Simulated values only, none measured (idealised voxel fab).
process module | voxel released beams
Shown is cross-section cut, with a width of 205 nm and square cells of size 5 nm.
Cross-section, as written here: a square-cell grid given band by band from the top down, where a band holds one or more rows of cells.
Read a band's entry like this: the first values are the height of its top and the height of its bottom in nm, and what follows is the sequence of materials from left to right, each with its width in nm. Note that "blank" is empty space, and that a single material marked "everywhere" reaches across the band from edge to edge.
Heights are expressed relative to 0, this being the level below which the as-received wafer comprises one material exclusively. The lowest band is unbounded in the downward direction and is denoted as in "top 0, no bottom".
A width such as "30 to 40" changes by the same amount from each row of cells to the next, from the band's top row to its bottom row.
Any step labelled "no change" changed none of the cells in the cross-section.
Closed-off voids of 8+ cells (no open route to the top) go in "Closed voids list", written width x height at distance from the left edge, in nm.
Whatever follows a step's settings on its line is a remark the simulator itself makes about that step.
The setting "overlay nm" may be written on the line of a step. When the step uses a mask, the value reports how far to the right of the planned place the mask lay, and a negative value reports that it lay to the left.

This section lists the process steps that were planned
1,RECEIVE: material Si
2,CONFORMAL_DEP: material SiN, thk nm 10
3,DIRECTIONAL_DEP: material SiO2, thk nm 20
4,MASKED_ETCH: tone open, mask id ANCHOR, width nm 30, etch materials SiO2, depth nm 20, overlay nm -15
5,CONFORMAL_DEP: material W, thk nm 10
6,MASKED_ETCH: tone cover, mask id BEAM, width nm 85, etch materials W, depth nm 10, overlay nm 0
7,STRIP: etch materials SiO2
All wafers enter the flow in the same state. The overlay nm at step 4 differs from wafer to wafer, and the plan gives the value for the first wafer.

This is how the first of several wafers looked in cross-section when it arrived, which is after step 1
	top 0, no bottom | Si everywhere
	Closed voids list: none

Last step of the module is step 7; after it, the first of several wafers in cross-section
	top 40, bottom 30 | blank (65) | W (75) | blank (65)
	top 30, bottom 20 | blank (45) | W (10) | blank (10) | W (10) | blank (130)
	top 20, bottom 10 | blank (45) | W (30) | blank (130)
	top 10, bottom 0 | SiN everywhere
	top 0, no bottom | Si everywhere
	Closed voids list: none

Cross-sectional view, end of module, last wafer of several
	top 40, bottom 30 | blank (55) | W (30) | blank (10) | W (45) | blank (65)
	top 30, bottom 20 | blank (75) | W (10) | blank (10) | W (10) | blank (100)
	top 20, bottom 10 | blank (75) | W (30) | blank (100)
	top 10, bottom 0 | SiN everywhere
	top 0, no bottom | Si everywhere
	Closed voids list: none

Heads up, this table goes wafer by wafer. A row tells you, at the end of the module, how many cells of each material that wafer has put on (+) or dropped (-) since it was received, and then its closed voids
overlay nm -15; +82 SiN; +50 W; Closed voids list: none
overlay nm -10; +82 SiN; +50 W; Closed voids list: none
overlay nm -5; +82 SiN; +50 W; Closed voids list: none
overlay nm 0; +82 SiN; +50 W; Closed voids list: none
overlay nm 5; +82 SiN; +50 W; Closed voids list: none
overlay nm 10; +82 SiN; +50 W; Closed voids list: none
overlay nm 15; +82 SiN; +50 W; Closed voids list: none
